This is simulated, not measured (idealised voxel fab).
This is a process module. Its name is voxel wiring stack.
The cross-section on display is named cut; it measures 175 nm wide, and its cells are 5 nm squares.
For the purposes of this document, a cross-section shall be understood as a grid of square cells, specified as bands listed in top-to-bottom order, each band consisting of one or more rows of cells.
It is stipulated that each band's entry specify, in nanometres, the height of the top of the band and then that of its bottom, followed by the materials of the band in left-to-right sequence, each together with its width in nanometres. A single material marked by the word "everywhere" is understood to fill the band from edge to edge; the word "air" is understood to denote empty space.
It should be noted that heights are counted from 0, beneath which the wafer as supplied is of one material throughout, and that the lowest band possesses no lower boundary but continues downward, as written in "from 0 down".
Per-row width for "30->40": begins at first number (top row of band), ends at second number (bottom row), increment between rows held constant.
"no change occurred" for a step: no cell of the cross-section changed in that step.
"Closed void list": empty spaces of 8 cells or more with no open way to the top, each given as width x height at distance, distance from the left edge, all in nm.
That trailing text on a step's line, after the settings, is the simulator's own remark on the step.
overlay nm: how far to the right of its planned place the mask lay on this masked step (negative: to the left).
[Intended process steps]
1: RECEIVE (material Si)
2: CONFORMAL_DEP (material SiO2; thk nm 10)
3: CONFORMAL_DEP (material SiCN; thk nm 5)
4: DIRECTIONAL_DEP (material SiO2; thk nm 25)
5: DIRECTIONAL_DEP (material aC; thk nm 15)
6: PATTERN (tone open; mask id METAL_1; material resist; width nm 25; pitch nm 40; thk nm 30; overlay nm 0)
7: DIRECTIONAL_ETCH (etch materials aC; depth nm 15)
8: STRIP (etch materials resist)
9: DIRECTIONAL_ETCH (etch materials SiO2; depth nm 25)
10: DIRECTIONAL_ETCH (etch materials SiCN; depth nm 5)
11: STRIP (etch materials aC)
12: CONFORMAL_DEP (material TiN; thk nm 5)
13: FILL_DEP (material Ru; thk nm 5)
14: CMP (height nm 40)
15: EPI (material Ru; thk nm 5)
16: FILL_DEP (material SiCN; thk nm 5)
17: DIRECTIONAL_DEP (material SiO2; thk nm 25)
18: MASKED_ETCH (tone open; mask id METAL_2; width nm 25; pitch nm 40; etch materials SiO2; depth nm 15; overlay nm 0)
19: PATTERN (tone open; mask id METAL_2_HOLES; material resist; width nm 15; pitch nm 40; thk nm 15; overlay nm 0)
20: DIRECTIONAL_ETCH (etch materials SiO2; depth nm 10)
21: DIRECTIONAL_ETCH (etch materials SiCN; depth nm 5)
22: STRIP (etch materials resist)
23: CONFORMAL_DEP (material TiN; thk nm 5)
24: FILL_DEP (material Cu; thk nm 5)
25: CMP (height nm 75)
26: CONFORMAL_DEP (material SiCN; thk nm 5)
[Concerning the first of two wafers, which was run in accordance with the plan]
[As received (post step 1): cross-section]
    from 0 down = Si everywhere
    Closed void list: none
[Step 2 complete: cross-section through the wafer]
    from 10 to 0 = SiO2 everywhere
    below 0: unchanged
[Step 3 complete: cross-section through the wafer]
    from 15 to 10 = SiCN everywhere
    below 10: unchanged
[Step 4 complete: cross-section through the wafer]
    from 40 to 15 = SiO2 everywhere
    below 15: unchanged
[Step 5 complete: cross-section through the wafer]
    from 55 to 40 = aC everywhere
    below 40: unchanged
[Step 6 complete: cross-section through the wafer]
    from 85 to 55 = resist 35 nm; air 25 nm; resist 15 nm; air 25 nm; resist 15 nm; air 25 nm; resist 35 nm
    below 55: unchanged
[Step 7 complete: cross-section through the wafer]
    from 70 to 55 = resist 35 nm; air 25 nm; resist 15 nm; air 25 nm; resist 15 nm; air 25 nm; resist 35 nm
    from 55 to 40 = aC 35 nm; air 25 nm; aC 15 nm; air 25 nm; aC 15 nm; air 25 nm; aC 35 nm
    below 40: unchanged
[Step 8 complete: cross-section through the wafer]
    from 55 to 40 = aC 35 nm; air 25 nm; aC 15 nm; air 25 nm; aC 15 nm; air 25 nm; aC 35 nm
    below 40: unchanged
[Step 9 complete: cross-section through the wafer]
    from 55 to 40 = aC 35 nm; air 25 nm; aC 15 nm; air 25 nm; aC 15 nm; air 25 nm; aC 35 nm
    from 40 to 15 = SiO2 35 nm; air 25 nm; SiO2 15 nm; air 25 nm; SiO2 15 nm; air 25 nm; SiO2 35 nm
    below 15: unchanged
[Step 10 complete: cross-section through the wafer]
    from 55 to 40 = aC 35 nm; air 25 nm; aC 15 nm; air 25 nm; aC 15 nm; air 25 nm; aC 35 nm
    from 40 to 15 = SiO2 35 nm; air 25 nm; SiO2 15 nm; air 25 nm; SiO2 15 nm; air 25 nm; SiO2 35 nm
    from 15 to 10 = SiCN 35 nm; air 25 nm; SiCN 15 nm; air 25 nm; SiCN 15 nm; air 25 nm; SiCN 35 nm
    below 10: unchanged
[Step 11 complete: cross-section through the wafer]
    from 40 to 15 = SiO2 35 nm; air 25 nm; SiO2 15 nm; air 25 nm; SiO2 15 nm; air 25 nm; SiO2 35 nm
    below 15: unchanged
[Step 12 complete: cross-section through the wafer]
    from 45 to 40 = TiN 40 nm; air 15 nm; TiN 25 nm; air 15 nm; TiN 25 nm; air 15 nm; TiN 40 nm
    from 40 to 15 = SiO2 35 nm; TiN 5 nm; air 15 nm; TiN 5 nm; SiO2 15 nm; TiN 5 nm; air 15 nm; TiN 5 nm; SiO2 15 nm; TiN 5 nm; air 15 nm; TiN 5 nm; SiO2 35 nm
    from 15 to 10 = SiCN 35 nm; TiN 25 nm; SiCN 15 nm; TiN 25 nm; SiCN 15 nm; TiN 25 nm; SiCN 35 nm
    below 10: unchanged
[Step 13 complete: cross-section through the wafer]
    from 50 to 45 = Ru everywhere
    from 45 to 40 = TiN 40 nm; Ru 15 nm; TiN 25 nm; Ru 15 nm; TiN 25 nm; Ru 15 nm; TiN 40 nm
    from 40 to 15 = SiO2 35 nm; TiN 5 nm; Ru 15 nm; TiN 5 nm; SiO2 15 nm; TiN 5 nm; Ru 15 nm; TiN 5 nm; SiO2 15 nm; TiN 5 nm; Ru 15 nm; TiN 5 nm; SiO2 35 nm
    below 15: unchanged
[Step 14 complete: cross-section through the wafer]
    from 40 to 15 = SiO2 35 nm; TiN 5 nm; Ru 15 nm; TiN 5 nm; SiO2 15 nm; TiN 5 nm; Ru 15 nm; TiN 5 nm; SiO2 15 nm; TiN 5 nm; Ru 15 nm; TiN 5 nm; SiO2 35 nm
    below 15: unchanged
[Step 15 complete: cross-section through the wafer]
    from 45 to 40 = air 30 nm; Ru 35 nm; air 5 nm; Ru 35 nm; air 5 nm; Ru 35 nm; air 30 nm
    below 40: unchanged
[Step 16 complete: cross-section through the wafer]
    from 50 to 45 = SiCN everywhere
    from 45 to 40 = SiCN 30 nm; Ru 35 nm; SiCN 5 nm; Ru 35 nm; SiCN 5 nm; Ru 35 nm; SiCN 30 nm
    below 40: unchanged
[Step 17 complete: cross-section through the wafer]
    from 75 to 50 = SiO2 everywhere
    below 50: unchanged
[Step 18 complete: cross-section through the wafer]
    from 75 to 60 = SiO2 35 nm; air 25 nm; SiO2 15 nm; air 25 nm; SiO2 15 nm; air 25 nm; SiO2 35 nm
    below 60: unchanged
[Step 19 complete: cross-section through the wafer]
    from 90 to 75 = resist 35 nm; air 15 nm; resist 25 nm; air 15 nm; resist 25 nm; air 15 nm; resist 45 nm
    from 75 to 60 = SiO2 35 nm; air 15 nm; resist 10 nm; SiO2 15 nm; air 15 nm; resist 10 nm; SiO2 15 nm; air 15 nm; resist 10 nm; SiO2 35 nm
    below 60: unchanged
[Step 20 complete: cross-section through the wafer]
    from 90 to 75 = resist 35 nm; air 15 nm; resist 25 nm; air 15 nm; resist 25 nm; air 15 nm; resist 45 nm
    from 75 to 60 = SiO2 35 nm; air 15 nm; resist 10 nm; SiO2 15 nm; air 15 nm; resist 10 nm; SiO2 15 nm; air 15 nm; resist 10 nm; SiO2 35 nm
    from 60 to 50 = SiO2 35 nm; air 15 nm; SiO2 25 nm; air 15 nm; SiO2 25 nm; air 15 nm; SiO2 45 nm
    below 50: unchanged
[Step 21 complete: cross-section through the wafer]
    from 90 to 75 = resist 35 nm; air 15 nm; resist 25 nm; air 15 nm; resist 25 nm; air 15 nm; resist 45 nm
    from 75 to 60 = SiO2 35 nm; air 15 nm; resist 10 nm; SiO2 15 nm; air 15 nm; resist 10 nm; SiO2 15 nm; air 15 nm; resist 10 nm; SiO2 35 nm
    from 60 to 50 = SiO2 35 nm; air 15 nm; SiO2 25 nm; air 15 nm; SiO2 25 nm; air 15 nm; SiO2 45 nm
    from 50 to 45 = SiCN 35 nm; air 15 nm; SiCN 25 nm; air 15 nm; SiCN 25 nm; air 15 nm; SiCN 45 nm
    below 45: unchanged
[Step 22 complete: cross-section through the wafer]
    from 75 to 60 = SiO2 35 nm; air 25 nm; SiO2 15 nm; air 25 nm; SiO2 15 nm; air 25 nm; SiO2 35 nm
    below 60: unchanged
[Step 23 complete: cross-section through the wafer]
    from 80 to 75 = TiN 40 nm; air 15 nm; TiN 25 nm; air 15 nm; TiN 25 nm; air 15 nm; TiN 40 nm
    from 75 to 65 = SiO2 35 nm; TiN 5 nm; air 15 nm; TiN 5 nm; SiO2 15 nm; TiN 5 nm; air 15 nm; TiN 5 nm; SiO2 15 nm; TiN 5 nm; air 15 nm; TiN 5 nm; SiO2 35 nm
    from 65 to 60 = SiO2 35 nm; TiN 5 nm; air 5 nm; TiN 15 nm; SiO2 15 nm; TiN 5 nm; air 5 nm; TiN 15 nm; SiO2 15 nm; TiN 5 nm; air 5 nm; TiN 15 nm; SiO2 35 nm
    from 60 to 50 = SiO2 35 nm; TiN 5 nm; air 5 nm; TiN 5 nm; SiO2 25 nm; TiN 5 nm; air 5 nm; TiN 5 nm; SiO2 25 nm; TiN 5 nm; air 5 nm; TiN 5 nm; SiO2 45 nm
    from 50 to 45 = SiCN 35 nm; TiN 15 nm; SiCN 25 nm; TiN 15 nm; SiCN 25 nm; TiN 15 nm; SiCN 45 nm
    below 45: unchanged
[Step 24 complete: cross-section through the wafer]
    from 85 to 80 = Cu everywhere
    from 80 to 75 = TiN 40 nm; Cu 15 nm; TiN 25 nm; Cu 15 nm; TiN 25 nm; Cu 15 nm; TiN 40 nm
    from 75 to 65 = SiO2 35 nm; TiN 5 nm; Cu 15 nm; TiN 5 nm; SiO2 15 nm; TiN 5 nm; Cu 15 nm; TiN 5 nm; SiO2 15 nm; TiN 5 nm; Cu 15 nm; TiN 5 nm; SiO2 35 nm
    from 65 to 60 = SiO2 35 nm; TiN 5 nm; Cu 5 nm; TiN 15 nm; SiO2 15 nm; TiN 5 nm; Cu 5 nm; TiN 15 nm; SiO2 15 nm; TiN 5 nm; Cu 5 nm; TiN 15 nm; SiO2 35 nm
    from 60 to 50 = SiO2 35 nm; TiN 5 nm; Cu 5 nm; TiN 5 nm; SiO2 25 nm; TiN 5 nm; Cu 5 nm; TiN 5 nm; SiO2 25 nm; TiN 5 nm; Cu 5 nm; TiN 5 nm; SiO2 45 nm
    below 50: unchanged
[Step 25 complete: cross-section through the wafer]
    from 75 to 65 = SiO2 35 nm; TiN 5 nm; Cu 15 nm; TiN 5 nm; SiO2 15 nm; TiN 5 nm; Cu 15 nm; TiN 5 nm; SiO2 15 nm; TiN 5 nm; Cu 15 nm; TiN 5 nm; SiO2 35 nm
    below 65: unchanged
[Step 26 complete: cross-section through the wafer]
    from 80 to 75 = SiCN everywhere
    below 75: unchanged
[Second wafer. Start and plan as for the first. One mistake made in running. Agrees with the first up to and including step 16]
[Planned end of step 17: second wafer, cross-section]
    from 100 to 50 = SiO2 everywhere
    below 50: unchanged
[Planned end of step 18: second wafer, cross-section]
    from 100 to 85 = SiO2 35 nm; air 25 nm; SiO2 15 nm; air 25 nm; SiO2 15 nm; air 25 nm; SiO2 35 nm
    below 85: unchanged
[Planned end of step 19: second wafer, cross-section]
    from 115 to 100 = resist 35 nm; air 15 nm; resist 25 nm; air 15 nm; resist 25 nm; air 15 nm; resist 45 nm
    from 100 to 85 = SiO2 35 nm; air 15 nm; resist 10 nm; SiO2 15 nm; air 15 nm; resist 10 nm; SiO2 15 nm; air 15 nm; resist 10 nm; SiO2 35 nm
    below 85: unchanged
[Planned end of step 20: second wafer, cross-section]
    from 115 to 100 = resist 35 nm; air 15 nm; resist 25 nm; air 15 nm; resist 25 nm; air 15 nm; resist 45 nm
    from 100 to 85 = SiO2 35 nm; air 15 nm; resist 10 nm; SiO2 15 nm; air 15 nm; resist 10 nm; SiO2 15 nm; air 15 nm; resist 10 nm; SiO2 35 nm
    from 85 to 75 = SiO2 35 nm; air 15 nm; SiO2 25 nm; air 15 nm; SiO2 25 nm; air 15 nm; SiO2 45 nm
    below 75: unchanged
Planned end of step 21: second wafer, cross-section: no change occurred
[Planned end of step 22: second wafer, cross-section]
    from 100 to 85 = SiO2 35 nm; air 25 nm; SiO2 15 nm; air 25 nm; SiO2 15 nm; air 25 nm; SiO2 35 nm
    below 85: unchanged
[Planned end of step 23: second wafer, cross-section]
    from 105 to 100 = TiN 40 nm; air 15 nm; TiN 25 nm; air 15 nm; TiN 25 nm; air 15 nm; TiN 40 nm
    from 100 to 90 = SiO2 35 nm; TiN 5 nm; air 15 nm; TiN 5 nm; SiO2 15 nm; TiN 5 nm; air 15 nm; TiN 5 nm; SiO2 15 nm; TiN 5 nm; air 15 nm; TiN 5 nm; SiO2 35 nm
    from 90 to 80 = SiO2 35 nm; TiN 5 nm; air 5 nm; TiN 15->5 nm; SiO2 15->25 nm; TiN 5 nm; air 5 nm; TiN 15->5 nm; SiO2 15->25 nm; TiN 5 nm; air 5 nm; TiN 15->5 nm; SiO2 35->45 nm
    from 80 to 75 = SiO2 35 nm; TiN 15 nm; SiO2 25 nm; TiN 15 nm; SiO2 25 nm; TiN 15 nm; SiO2 45 nm
    below 75: unchanged
[Planned end of step 24: second wafer, cross-section]
    from 110 to 105 = Cu everywhere
    from 105 to 100 = TiN 40 nm; Cu 15 nm; TiN 25 nm; Cu 15 nm; TiN 25 nm; Cu 15 nm; TiN 40 nm
    from 100 to 90 = SiO2 35 nm; TiN 5 nm; Cu 15 nm; TiN 5 nm; SiO2 15 nm; TiN 5 nm; Cu 15 nm; TiN 5 nm; SiO2 15 nm; TiN 5 nm; Cu 15 nm; TiN 5 nm; SiO2 35 nm
    from 90 to 80 = SiO2 35 nm; TiN 5 nm; Cu 5 nm; TiN 15->5 nm; SiO2 15->25 nm; TiN 5 nm; Cu 5 nm; TiN 15->5 nm; SiO2 15->25 nm; TiN 5 nm; Cu 5 nm; TiN 15->5 nm; SiO2 35->45 nm
    below 80: unchanged
[Planned end of step 25: second wafer, cross-section]
    from 75 to 50 = SiO2 everywhere
    below 50: unchanged
[Planned end of step 26: second wafer, cross-section]
    from 80 to 75 = SiCN everywhere
    below 75: unchanged
Which mistake was made when the wafer was run? step 17 of the plan was performed twice
Final tally in cells, some materials are higher or lower on the second wafer than on the first: -27 Cu, +9 SiCN, +63 SiO2, -45 TiN
